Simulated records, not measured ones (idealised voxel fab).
process module | voxel self aligned vias
cross-section cut | 185 nm wide | cells 5 nm
A cross-section is a grid of square cells, given in bands from the top down. A band is one or more rows of cells.
Each band's line starts with the height of the band's top and of its bottom, in nm. Then come its materials from left to right, each with its width in nm. One material with "throughout" fills the band from edge to edge. "air" is empty space.
Height 0 is the level under which the wafer as received is all one material. The lowest band goes on downwards, as in "0 down".
A width such as "30 to 40" changes by the same amount from each row of cells to the next, from the band's top row to its bottom row.
"no change" after a step means that no cell of the cross-section changed.
closed voids: empty space of 8 cells or more with no open way to the top, each as width x height at its distance from the left edge, in nm
after a step's settings: what the simulator itself notes on the step
overlay nm, on a step with a mask: how far to the right of its planned place the mask lay; to the left if negative
plan
1 op RECEIVE | material Si
2 op CONFORMAL_DEP | material SiO2 | thk nm 15
3 op CONFORMAL_DEP | material SiCN | thk nm 5
4 op DIRECTIONAL_DEP | material SiO2 | thk nm 30
5 op DIRECTIONAL_DEP | material aC | thk nm 10
6 op PATTERN | tone open | mask id LINES | material resist | width nm 25 | pitch nm 50 | thk nm 25 | overlay nm 0
7 op DIRECTIONAL_ETCH | etch materials aC | depth nm 10
8 op STRIP | etch materials resist
9 op DIRECTIONAL_ETCH | etch materials SiO2 | depth nm 30
10 op STRIP | etch materials aC
11 op CONFORMAL_DEP | material TiN | thk nm 5
12 op FILL_DEP | material W | thk nm 5
13 op CMP | height nm 50
14 op SELECTIVE_ETCH | etch materials W Ru TiN | depth nm 5
15 op FILL_DEP | material SiN | thk nm 10
16 op CMP | height nm 50
17 op DIRECTIONAL_DEP | material SiO2 | thk nm 15
18 op MASKED_ETCH | tone open | mask id VIAS | width nm 35 | etch materials SiO2 | depth nm 15 | overlay nm 0
19 op MASKED_ETCH | tone open | mask id VIAS | width nm 35 | etch materials SiN | depth nm 5 | overlay nm -15
20 op CONFORMAL_DEP | material TiN | thk nm 5
21 op FILL_DEP | material Cu | thk nm 10
22 op CMP | height nm 65
23 op CONFORMAL_DEP | material SiCN | thk nm 5
varied across the wafers: overlay nm of step 19. The plan shows the first wafer's value. All wafers start alike
first wafer as received, after step 1
  0 down: Si throughout
  closed voids: none
first wafer at the end, after step 23
  70 to 65: SiCN throughout
  65 to 55: SiO2 50 | TiN 5 | Cu 25 | TiN 5 | SiO2 100
  55 to 50: SiO2 50 | TiN 10 | Cu 5 | TiN 20 | SiO2 100
  50 to 45: SiO2 55 | TiN 15 | SiN 10 | SiO2 25 | SiN 25 | SiO2 55
  45 to 25: SiO2 55 | TiN 5 | W 15 | TiN 5 | SiO2 25 | TiN 5 | W 15 | TiN 5 | SiO2 55
  25 to 20: SiO2 55 | TiN 25 | SiO2 25 | TiN 25 | SiO2 55
  20 to 15: SiCN throughout
  15 to 0: SiO2 throughout
  0 down: Si throughout
  closed voids: none
last wafer at the end
  70 to 65: SiCN throughout
  65 to 55: SiO2 50 | TiN 5 | Cu 25 | TiN 5 | SiO2 100
  55 to 50: SiO2 50 | TiN 20 | Cu 5 | TiN 10 | SiO2 100
  50 to 45: SiO2 55 | SiN 10 | TiN 15 | SiO2 25 | SiN 25 | SiO2 55
  45 to 25: SiO2 55 | TiN 5 | W 15 | TiN 5 | SiO2 25 | TiN 5 | W 15 | TiN 5 | SiO2 55
  25 to 20: SiO2 55 | TiN 25 | SiO2 25 | TiN 25 | SiO2 55
  20 to 15: SiCN throughout
  15 to 0: SiO2 throughout
  0 down: Si throughout
  closed voids: none
each wafer at the end: cells of each material gained (+) or lost (-) since it was received, then its closed voids
overlay nm -15 | +11 Cu | +74 SiCN | +7 SiN | +363 SiO2 | +39 TiN | +24 W | closed voids: none
overlay nm -10 | +12 Cu | +74 SiCN | +6 SiN | +363 SiO2 | +39 TiN | +24 W | closed voids: none
overlay nm -5 | +13 Cu | +74 SiCN | +5 SiN | +363 SiO2 | +39 TiN | +24 W | closed voids: none
overlay nm 0 | +13 Cu | +74 SiCN | +5 SiN | +363 SiO2 | +39 TiN | +24 W | closed voids: none
overlay nm 5 | +13 Cu | +74 SiCN | +5 SiN | +363 SiO2 | +39 TiN | +24 W | closed voids: none
overlay nm 10 | +12 Cu | +74 SiCN | +6 SiN | +363 SiO2 | +39 TiN | +24 W | closed voids: none
overlay nm 15 | +11 Cu | +74 SiCN | +7 SiN | +363 SiO2 | +39 TiN | +24 W | closed voids: none
